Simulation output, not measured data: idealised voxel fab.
This is a process module. Its name is voxel double patterning.
Section cut is 240 nm wide and gridded with 5 nm square cells.
For the purposes of this document, a cross-section shall be understood as a grid of square cells, specified as bands listed in top-to-bottom order, each band consisting of one or more rows of cells.
Band: top and bottom heights (nm) first, top before bottom; then materials from left to right, widths in nm. "edge to edge" marks a sole material filling the band edge to edge. "air" denotes empty space.
It should be noted that heights are counted from 0, beneath which the wafer as supplied is of one material throughout, and that the lowest band possesses no lower boundary but continues downward, as written in "0 nm and below".
Graded width ("30..40"): value in top row of band = first number; value in bottom row = second number; row-to-row change constant.
Where the words "same as before" appear for a step, the cross-section shows no cell changed by that step; every cell remained as before.
The list in "Voids, fully enclosed" covers empty spaces of 8 cells or more that cannot reach the top through any open way, and it gives each as width x height at distance; the distance is from the left edge, and width, height and distance are in nm.
Read whatever lies past the settings on a step's line as the simulator's own remark about the step.
overlay nm: mask offset rightward from planned place, masked step; negative means leftward offset.
## List of planned process steps
1) RECEIVE with material Si
2) CONFORMAL_DEP with material SiO2, thk nm 5
3) DIRECTIONAL_DEP with material polySi, thk nm 15
4) DIRECTIONAL_DEP with material SiCN, thk nm 5
5) MASKED_ETCH with tone open, mask id FIRST, width nm 15, pitch nm 50, etch materials SiCN, depth nm 5, overlay nm 0
6) DIRECTIONAL_DEP with material aC, thk nm 10
7) PATTERN with tone open, mask id SECOND, material resist, width nm 15, pitch nm 50, thk nm 25, overlay nm 0
8) DIRECTIONAL_ETCH with etch materials aC, depth nm 10
9) STRIP with etch materials resist
10) DIRECTIONAL_ETCH with etch materials SiCN, depth nm 5
11) STRIP with etch materials aC
12) DIRECTIONAL_ETCH with etch materials polySi, depth nm 15
13) STRIP with etch materials SiCN
## Account of the first of two wafers, which was processed as intended
## Wafer at receipt (post step 1), cross-section
    0 nm and below: Si edge to edge
    Voids, fully enclosed: none
## After step 2, in cross-section
    5 nm to 0 nm: SiO2 edge to edge
    Below 0, no change.
## After step 3, in cross-section
    20 nm to 5 nm: polySi edge to edge
    Below 5, no change.
## After step 4, in cross-section
    25 nm to 20 nm: SiCN edge to edge
    Below 20, no change.
## After step 5, in cross-section
    25 nm to 20 nm: SiCN (60) | air (15) | SiCN (35) | air (15) | SiCN (35) | air (15) | SiCN (65)
    Below 20, no change.
## After step 6, in cross-section
    35 nm to 30 nm: aC (60) | air (15) | aC (35) | air (15) | aC (35) | air (15) | aC (65)
    30 nm to 25 nm: aC edge to edge
    25 nm to 20 nm: SiCN (60) | aC (15) | SiCN (35) | aC (15) | SiCN (35) | aC (15) | SiCN (65)
    Below 20, no change.
## After step 7, in cross-section
    60 nm to 35 nm: resist (85) | air (15) | resist (35) | air (15) | resist (90)
    35 nm to 30 nm: aC (60) | resist (15) | aC (35) | resist (15) | aC (35) | resist (15) | aC (65)
    Below 30, no change.
## After step 8, in cross-section
    50 nm to 35 nm: resist (85) | air (15) | resist (35) | air (15) | resist (90)
    35 nm to 30 nm: aC (60) | resist (15) | aC (10) | air (15) | aC (10) | resist (15) | aC (10) | air (15) | aC (10) | resist (15) | aC (65)
    30 nm to 25 nm: aC (85) | air (15) | aC (35) | air (15) | aC (90)
    Below 25, no change.
## After step 9, in cross-section
    35 nm to 30 nm: aC (60) | air (15) | aC (10) | air (15) | aC (10) | air (15) | aC (10) | air (15) | aC (10) | air (15) | aC (65)
    Below 30, no change.
## After step 10, in cross-section
    35 nm to 30 nm: aC (60) | air (15) | aC (10) | air (15) | aC (10) | air (15) | aC (10) | air (15) | aC (10) | air (15) | aC (65)
    30 nm to 25 nm: aC (85) | air (15) | aC (35) | air (15) | aC (90)
    25 nm to 20 nm: SiCN (60) | aC (15) | SiCN (10) | air (15) | SiCN (10) | aC (15) | SiCN (10) | air (15) | SiCN (10) | aC (15) | SiCN (65)
    Below 20, no change.
## After step 11, in cross-section
    25 nm to 20 nm: SiCN (60) | air (15) | SiCN (10) | air (15) | SiCN (10) | air (15) | SiCN (10) | air (15) | SiCN (10) | air (15) | SiCN (65)
    Below 20, no change.
## After step 12, in cross-section
    25 nm to 20 nm: SiCN (60) | air (15) | SiCN (10) | air (15) | SiCN (10) | air (15) | SiCN (10) | air (15) | SiCN (10) | air (15) | SiCN (65)
    20 nm to 5 nm: polySi (60) | air (15) | polySi (10) | air (15) | polySi (10) | air (15) | polySi (10) | air (15) | polySi (10) | air (15) | polySi (65)
    Below 5, no change.
## After step 13, in cross-section
    20 nm to 5 nm: polySi (60) | air (15) | polySi (10) | air (15) | polySi (10) | air (15) | polySi (10) | air (15) | polySi (10) | air (15) | polySi (65)
    Below 5, no change.
## Wafer two. Identical start, identical plan. One mistake in execution. Identical history through step 1
## Here is the second wafer in cross-section at the point where step 2 of the plan should have been done
    15 nm to 0 nm: polySi edge to edge
    Below 0, no change.
## Here is the second wafer in cross-section at the point where step 3 of the plan should have been done
    20 nm to 15 nm: SiO2 edge to edge
    Below 15, no change.
## Here is the second wafer in cross-section at the point where step 4 of the plan should have been done
    25 nm to 20 nm: SiCN edge to edge
    Below 20, no change.
## Here is the second wafer in cross-section at the point where step 5 of the plan should have been done
    25 nm to 20 nm: SiCN (60) | air (15) | SiCN (35) | air (15) | SiCN (35) | air (15) | SiCN (65)
    Below 20, no change.
## Here is the second wafer in cross-section at the point where step 6 of the plan should have been done
    35 nm to 30 nm: aC (60) | air (15) | aC (35) | air (15) | aC (35) | air (15) | aC (65)
    30 nm to 25 nm: aC edge to edge
    25 nm to 20 nm: SiCN (60) | aC (15) | SiCN (35) | aC (15) | SiCN (35) | aC (15) | SiCN (65)
    Below 20, no change.
## Here is the second wafer in cross-section at the point where step 7 of the plan should have been done
    60 nm to 35 nm: resist (85) | air (15) | resist (35) | air (15) | resist (90)
    35 nm to 30 nm: aC (60) | resist (15) | aC (35) | resist (15) | aC (35) | resist (15) | aC (65)
    Below 30, no change.
## Here is the second wafer in cross-section at the point where step 8 of the plan should have been done
    50 nm to 35 nm: resist (85) | air (15) | resist (35) | air (15) | resist (90)
    35 nm to 30 nm: aC (60) | resist (15) | aC (10) | air (15) | aC (10) | resist (15) | aC (10) | air (15) | aC (10) | resist (15) | aC (65)
    30 nm to 25 nm: aC (85) | air (15) | aC (35) | air (15) | aC (90)
    Below 25, no change.
## Here is the second wafer in cross-section at the point where step 9 of the plan should have been done
    35 nm to 30 nm: aC (60) | air (15) | aC (10) | air (15) | aC (10) | air (15) | aC (10) | air (15) | aC (10) | air (15) | aC (65)
    Below 30, no change.
## Here is the second wafer in cross-section at the point where step 10 of the plan should have been done
    35 nm to 30 nm: aC (60) | air (15) | aC (10) | air (15) | aC (10) | air (15) | aC (10) | air (15) | aC (10) | air (15) | aC (65)
    30 nm to 25 nm: aC (85) | air (15) | aC (35) | air (15) | aC (90)
    25 nm to 20 nm: SiCN (60) | aC (15) | SiCN (10) | air (15) | SiCN (10) | aC (15) | SiCN (10) | air (15) | SiCN (10) | aC (15) | SiCN (65)
    Below 20, no change.
## Here is the second wafer in cross-section at the point where step 11 of the plan should have been done
    25 nm to 20 nm: SiCN (60) | air (15) | SiCN (10) | air (15) | SiCN (10) | air (15) | SiCN (10) | air (15) | SiCN (10) | air (15) | SiCN (65)
    Below 20, no change.
Here is the second wafer in cross-section at the point where step 12 of the plan should have been done: same as before
## Here is the second wafer in cross-section at the point where step 13 of the plan should have been done
    20 nm to 15 nm: SiO2 edge to edge
    Below 15, no change.
So what did we get wrong on this run? note: step 2 <-> step 3, run order reversed vs plan
Materials where the second wafer ends with more or fewer cells than the first: polySi: 45 more
